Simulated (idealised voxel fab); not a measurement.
Name of the process module below: voxel wiring stack
cross-section cut | 300 nm wide | cells 5 nm
Cross-section, as written here: a square-cell grid given band by band from the top down, where a band holds one or more rows of cells.
Top, bottom (nm), then materials left to right with widths (nm); lone material tagged "full width" fills the whole band edge to edge; "air" = empty space.
Measure heights from 0. That's the level where, below it, the as-received wafer is all one material. The lowest band is bottomless and extends downward; write it as in "z 0 and below".
You'd read "30..40" like this: the band's top row of cells is as wide as the first number, its bottom row is as wide as the second, and going down, every row changes width by the same amount as the row before did.
"no modifications" means the step left every cell of the cross-section as it was.
The entry titled "Sealed void inventory" provides the empty spaces that have no open way to the top, restricted to those of 8 cells or more. Each is presented as width x height at distance, the distance being measured from the left edge, with all three in nm.
On a step's line, text after the settings is the simulator commenting on that step.
The line of a step may include "overlay nm". On a step with a mask, this value is how far to the right of its planned place the mask lay. A negative value means the mask lay to the left.

-- Planned process steps
1 RECEIVE, material Si
2 CONFORMAL_DEP, material SiO2, thk nm 10
3 DIRECTIONAL_DEP, material TiN, thk nm 5
4 DIRECTIONAL_DEP, material W, thk nm 15
5 PATTERN, tone cover, mask id METAL_1, material resist, width nm 30, pitch nm 50, thk nm 20, overlay nm 0
6 DIRECTIONAL_ETCH, etch materials W, depth nm 15
7 DIRECTIONAL_ETCH, etch materials TiN, depth nm 5
8 STRIP, etch materials resist
9 FILL_DEP, material lowk, thk nm 10
10 CMP, height nm 30
11 CONFORMAL_DEP, material SiCN, thk nm 5
12 DIRECTIONAL_DEP, material lowk, thk nm 10
13 PATTERN, tone open, mask id PLUG_1, material resist, width nm 15, pitch nm 50, thk nm 20, overlay nm 0
14 DIRECTIONAL_ETCH, etch materials lowk, depth nm 10
15 DIRECTIONAL_ETCH, etch materials SiCN, depth nm 5
16 STRIP, etch materials resist
17 EPI, material Ru, thk nm 10
18 EPI, material Ru, thk nm 5
19 CONFORMAL_DEP, material SiCN, thk nm 5
20 DIRECTIONAL_DEP, material SiO2, thk nm 15
21 DIRECTIONAL_DEP, material aC, thk nm 10
22 PATTERN, tone open, mask id METAL_2, material resist, width nm 30, pitch nm 50, thk nm 30, overlay nm 0
23 DIRECTIONAL_ETCH, etch materials aC, depth nm 10
24 STRIP, etch materials resist
25 DIRECTIONAL_ETCH, etch materials SiO2, depth nm 15
26 DIRECTIONAL_ETCH, etch materials SiCN, depth nm 5
27 STRIP, etch materials aC
28 CONFORMAL_DEP, material TiN, thk nm 5
29 FILL_DEP, material Ru, thk nm 10
30 CMP, height nm 65
31 EPI, material Ru, thk nm 5
32 FILL_DEP, material SiCN, thk nm 5

-- Wafer cross-section on receipt, i.e. after step 1
  z 0 and below: Si full width
  Sealed void inventory: none

-- Starting wafer: above. Plan: above. Run: one mistake. Cross-section after the module: below
  z 75 to 70: SiCN full width
  z 70 to 65: 80 SiCN; 40 Ru; 10 SiCN; 40 Ru; 10 SiCN; 40 Ru; 80 SiCN
  z 65 to 50: 85 SiO2; 5 TiN; 20 Ru; 5 TiN; 20 SiO2; 5 TiN; 20 Ru; 5 TiN; 20 SiO2; 5 TiN; 20 Ru; 5 TiN; 85 SiO2
  z 50 to 45: 85 SiCN; 30 TiN; 20 SiCN; 30 TiN; 20 SiCN; 30 TiN; 85 SiCN
  z 45 to 35: 80 lowk; 25 Ru; 25 lowk; 25 Ru; 25 lowk; 25 Ru; 95 lowk
  z 35 to 30: 80 SiCN; 25 Ru; 25 SiCN; 25 Ru; 25 SiCN; 25 Ru; 95 SiCN
  z 30 to 15: 85 lowk; 30 W; 20 lowk; 30 W; 20 lowk; 30 W; 85 lowk
  z 15 to 10: 85 lowk; 30 TiN; 20 lowk; 30 TiN; 20 lowk; 30 TiN; 85 lowk
  z 10 to 0: SiO2 full width
  z 0 and below: Si full width
  Sealed void inventory: none
Diagnosis: step 13 ran differently from the plan; actual operation with settings: PATTERN, tone open, mask id PLUG_1, material resist, width nm 25, pitch nm 50, thk nm 20, overlay nm 0
